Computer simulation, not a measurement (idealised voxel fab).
A process module follows: voxel self aligned contacts.
We display cut, a cross-section 185 nm in width whose square cells are each 5 nm.
Cross-section spec: square-cell grid; bands listed top down; each band is one or more rows. Per band: top height and bottom height in nm, followed by the left-to-right materials and their widths in nm; "edge to edge" marks a single material spanning edge to edge, "blank" marks empty space. The reference from which all heights are counted is 0, the level beneath which the as-received wafer is entirely one material; the lowest band, having no lower bound, proceeds downward and is written after the example "z 0 and below". Width spec "30 to 40" -> top row of cells at first value, bottom row at second value, equal per-row change in between. It should be understood that the words "left unchanged", when stated for a given step, signify that the cross-section underwent no change in any of its cells during that step. In the "Enclosed void list" entry, you get each enclosed empty space of 8 cells or more, one with no open way to the top, written width x height at distance, distance from the left edge, in nm. The remark found on a step's line after its settings is issued by the simulator itself and pertains to that step. overlay nm: for a step with a mask, the amount by which the mask lay right of where it was planned; a negative amount means left of it.

The planned process steps are enumerated hereunder:
- 1: RECEIVE: material Si
- 2: CONFORMAL_DEP: material SiO2, thk nm 5
- 3: DIRECTIONAL_DEP: material polySi, thk nm 25
- 4: DIRECTIONAL_DEP: material SiN, thk nm 15
- 5: PATTERN: tone cover, mask id GATE, material resist, width nm 25, pitch nm 50, thk nm 20, overlay nm 0
- 6: DIRECTIONAL_ETCH: etch materials SiN, depth nm 15
- 7: DIRECTIONAL_ETCH: etch materials polySi, depth nm 25
- 8: STRIP: etch materials resist
- 9: CONFORMAL_DEP: material SiN, thk nm 5
- 10: DIRECTIONAL_ETCH: etch materials SiN, depth nm 5
- 11: FILL_DEP: material SiO2, thk nm 20
- 12: CMP: height nm 55
- 13: PATTERN: tone open, mask id CONTACT, material resist, width nm 35, thk nm 15, overlay nm 0
- 14: DIRECTIONAL_ETCH: etch materials SiO2, depth nm 55
- 15: STRIP: etch materials resist
- 16: CONFORMAL_DEP: material TiN, thk nm 5
- 17: FILL_DEP: material W, thk nm 10
- 18: CMP: height nm 55
- 19: CONFORMAL_DEP: material SiN, thk nm 5

The first of two wafers, run as planned:

Cross-section of the wafer upon arrival, representing the state reached after step 1:
	z 0 and below  Si edge to edge
	Enclosed void list: none

The wafer in cross-section once step 2 is complete:
	z 5 to 0  SiO2 edge to edge
	All layers under 0 are left as they were.

The wafer in cross-section once step 3 is complete:
	z 30 to 5  polySi edge to edge
	All layers under 5 are left as they were.

The wafer in cross-section once step 4 is complete:
	z 45 to 30  SiN edge to edge
	All layers under 30 are left as they were.

The wafer in cross-section once step 5 is complete:
	z 65 to 45  blank: 55, then resist: 25, then blank: 25, then resist: 25, then blank: 55
	All layers under 45 are left as they were.

The wafer in cross-section once step 6 is complete:
	z 65 to 45  blank: 55, then resist: 25, then blank: 25, then resist: 25, then blank: 55
	z 45 to 30  blank: 55, then SiN: 25, then blank: 25, then SiN: 25, then blank: 55
	All layers under 30 are left as they were.

The wafer in cross-section once step 7 is complete:
	z 65 to 45  blank: 55, then resist: 25, then blank: 25, then resist: 25, then blank: 55
	z 45 to 30  blank: 55, then SiN: 25, then blank: 25, then SiN: 25, then blank: 55
	z 30 to 5  blank: 55, then polySi: 25, then blank: 25, then polySi: 25, then blank: 55
	All layers under 5 are left as they were.

The wafer in cross-section once step 8 is complete:
	z 45 to 30  blank: 55, then SiN: 25, then blank: 25, then SiN: 25, then blank: 55
	All layers under 30 are left as they were.

The wafer in cross-section once step 9 is complete:
	z 50 to 30  blank: 50, then SiN: 35, then blank: 15, then SiN: 35, then blank: 50
	z 30 to 10  blank: 50, then SiN: 5, then polySi: 25, then SiN: 5, then blank: 15, then SiN: 5, then polySi: 25, then SiN: 5, then blank: 50
	z 10 to 5  SiN: 55, then polySi: 25, then SiN: 25, then polySi: 25, then SiN: 55
	All layers under 5 are left as they were.

The wafer in cross-section once step 10 is complete:
	z 45 to 30  blank: 50, then SiN: 35, then blank: 15, then SiN: 35, then blank: 50
	z 30 to 5  blank: 50, then SiN: 5, then polySi: 25, then SiN: 5, then blank: 15, then SiN: 5, then polySi: 25, then SiN: 5, then blank: 50
	All layers under 5 are left as they were.

The wafer in cross-section once step 11 is complete:
	z 65 to 45  SiO2 edge to edge
	z 45 to 30  SiO2: 50, then SiN: 35, then SiO2: 15, then SiN: 35, then SiO2: 50
	z 30 to 5  SiO2: 50, then SiN: 5, then polySi: 25, then SiN: 5, then SiO2: 15, then SiN: 5, then polySi: 25, then SiN: 5, then SiO2: 50
	All layers under 5 are left as they were.

The wafer in cross-section once step 12 is complete:
	z 55 to 45  SiO2 edge to edge
	All layers under 45 are left as they were.

The wafer in cross-section once step 13 is complete:
	z 70 to 55  resist: 75, then blank: 35, then resist: 75
	All layers under 55 are left as they were.

The wafer in cross-section once step 14 is complete:
	z 70 to 55  resist: 75, then blank: 35, then resist: 75
	z 55 to 45  SiO2: 75, then blank: 35, then SiO2: 75
	z 45 to 30  SiO2: 50, then SiN: 35, then blank: 15, then SiN: 35, then SiO2: 50
	z 30 to 5  SiO2: 50, then SiN: 5, then polySi: 25, then SiN: 5, then blank: 15, then SiN: 5, then polySi: 25, then SiN: 5, then SiO2: 50
	z 5 to 0  SiO2: 85, then blank: 15, then SiO2: 85
	All layers under 0 are left as they were.

The wafer in cross-section once step 15 is complete:
	z 55 to 45  SiO2: 75, then blank: 35, then SiO2: 75
	All layers under 45 are left as they were.

The wafer in cross-section once step 16 is complete:
	z 60 to 55  TiN: 80, then blank: 25, then TiN: 80
	z 55 to 45  SiO2: 75, then TiN: 5 to 15, then blank: 25 to 5, then TiN: 5 to 15, then SiO2: 75
	z 45 to 30  SiO2: 50, then SiN: 35, then TiN: 5, then blank: 5, then TiN: 5, then SiN: 35, then SiO2: 50
	z 30 to 5  SiO2: 50, then SiN: 5, then polySi: 25, then SiN: 5, then TiN: 5, then blank: 5, then TiN: 5, then SiN: 5, then polySi: 25, then SiN: 5, then SiO2: 50
	z 5 to 0  SiO2: 85, then TiN: 15, then SiO2: 85
	All layers under 0 are left as they were.

The wafer in cross-section once step 17 is complete:
	z 70 to 60  W edge to edge
	z 60 to 55  TiN: 80, then W: 25, then TiN: 80
	z 55 to 45  SiO2: 75, then TiN: 5 to 15, then W: 25 to 5, then TiN: 5 to 15, then SiO2: 75
	z 45 to 30  SiO2: 50, then SiN: 35, then TiN: 5, then W: 5, then TiN: 5, then SiN: 35, then SiO2: 50
	z 30 to 5  SiO2: 50, then SiN: 5, then polySi: 25, then SiN: 5, then TiN: 5, then W: 5, then TiN: 5, then SiN: 5, then polySi: 25, then SiN: 5, then SiO2: 50
	All layers under 5 are left as they were.

The wafer in cross-section once step 18 is complete:
	z 55 to 45  SiO2: 75, then TiN: 5 to 15, then W: 25 to 5, then TiN: 5 to 15, then SiO2: 75
	All layers under 45 are left as they were.

The wafer in cross-section once step 19 is complete:
	z 60 to 55  SiN edge to edge
	All layers under 55 are left as they were.

Wafer two of the pair: same origin, same plan, one error during the run; identical to wafer one up to and including step 1:

What the second wafer looks like in cross-section when step 2 should have wrapped up:
	z 25 to 0  polySi edge to edge
	All layers under 0 are left as they were.

What the second wafer looks like in cross-section when step 3 should have wrapped up:
	z 30 to 25  SiO2 edge to edge
	All layers under 25 are left as they were.

What the second wafer looks like in cross-section when step 4 should have wrapped up:
	z 45 to 30  SiN edge to edge
	All layers under 30 are left as they were.

What the second wafer looks like in cross-section when step 5 should have wrapped up:
	z 65 to 45  blank: 55, then resist: 25, then blank: 25, then resist: 25, then blank: 55
	All layers under 45 are left as they were.

What the second wafer looks like in cross-section when step 6 should have wrapped up:
	z 65 to 45  blank: 55, then resist: 25, then blank: 25, then resist: 25, then blank: 55
	z 45 to 30  blank: 55, then SiN: 25, then blank: 25, then SiN: 25, then blank: 55
	All layers under 30 are left as they were.

What the second wafer looks like in cross-section when step 7 should have wrapped up: left unchanged

What the second wafer looks like in cross-section when step 8 should have wrapped up:
	z 45 to 30  blank: 55, then SiN: 25, then blank: 25, then SiN: 25, then blank: 55
	All layers under 30 are left as they were.

What the second wafer looks like in cross-section when step 9 should have wrapped up:
	z 50 to 35  blank: 50, then SiN: 35, then blank: 15, then SiN: 35, then blank: 50
	z 35 to 30  SiN edge to edge
	All layers under 30 are left as they were.

What the second wafer looks like in cross-section when step 10 should have wrapped up:
	z 45 to 30  blank: 50, then SiN: 35, then blank: 15, then SiN: 35, then blank: 50
	All layers under 30 are left as they were.

What the second wafer looks like in cross-section when step 11 should have wrapped up:
	z 65 to 45  SiO2 edge to edge
	z 45 to 30  SiO2: 50, then SiN: 35, then SiO2: 15, then SiN: 35, then SiO2: 50
	All layers under 30 are left as they were.

What the second wafer looks like in cross-section when step 12 should have wrapped up:
	z 55 to 45  SiO2 edge to edge
	All layers under 45 are left as they were.

What the second wafer looks like in cross-section when step 13 should have wrapped up:
	z 70 to 55  resist: 75, then blank: 35, then resist: 75
	All layers under 55 are left as they were.

What the second wafer looks like in cross-section when step 14 should have wrapped up:
	z 70 to 55  resist: 75, then blank: 35, then resist: 75
	z 55 to 45  SiO2: 75, then blank: 35, then SiO2: 75
	z 45 to 30  SiO2: 50, then SiN: 35, then blank: 15, then SiN: 35, then SiO2: 50
	z 30 to 25  SiO2: 85, then blank: 15, then SiO2: 85
	All layers under 25 are left as they were.

What the second wafer looks like in cross-section when step 15 should have wrapped up:
	z 55 to 45  SiO2: 75, then blank: 35, then SiO2: 75
	All layers under 45 are left as they were.

What the second wafer looks like in cross-section when step 16 should have wrapped up:
	z 60 to 55  TiN: 80, then blank: 25, then TiN: 80
	z 55 to 45  SiO2: 75, then TiN: 5 to 15, then blank: 25 to 5, then TiN: 5 to 15, then SiO2: 75
	z 45 to 30  SiO2: 50, then SiN: 35, then TiN: 5, then blank: 5, then TiN: 5, then SiN: 35, then SiO2: 50
	z 30 to 25  SiO2: 85, then TiN: 15, then SiO2: 85
	All layers under 25 are left as they were.

What the second wafer looks like in cross-section when step 17 should have wrapped up:
	z 70 to 60  W edge to edge
	z 60 to 55  TiN: 80, then W: 25, then TiN: 80
	z 55 to 45  SiO2: 75, then TiN: 5 to 15, then W: 25 to 5, then TiN: 5 to 15, then SiO2: 75
	z 45 to 30  SiO2: 50, then SiN: 35, then TiN: 5, then W: 5, then TiN: 5, then SiN: 35, then SiO2: 50
	All layers under 30 are left as they were.

What the second wafer looks like in cross-section when step 18 should have wrapped up:
	z 55 to 45  SiO2: 75, then TiN: 5 to 15, then W: 25 to 5, then TiN: 5 to 15, then SiO2: 75
	All layers under 45 are left as they were.

What the second wafer looks like in cross-section when step 19 should have wrapped up:
	z 60 to 55  SiN edge to edge
	All layers under 55 are left as they were.
Here's what went sideways: note: step 2 <-> step 3, run order reversed vs plan
Final comparison by cell count, materials where the second wafer has more or fewer than the first: -20 SiN; -100 SiO2; -10 TiN; -5 W; +135 polySi
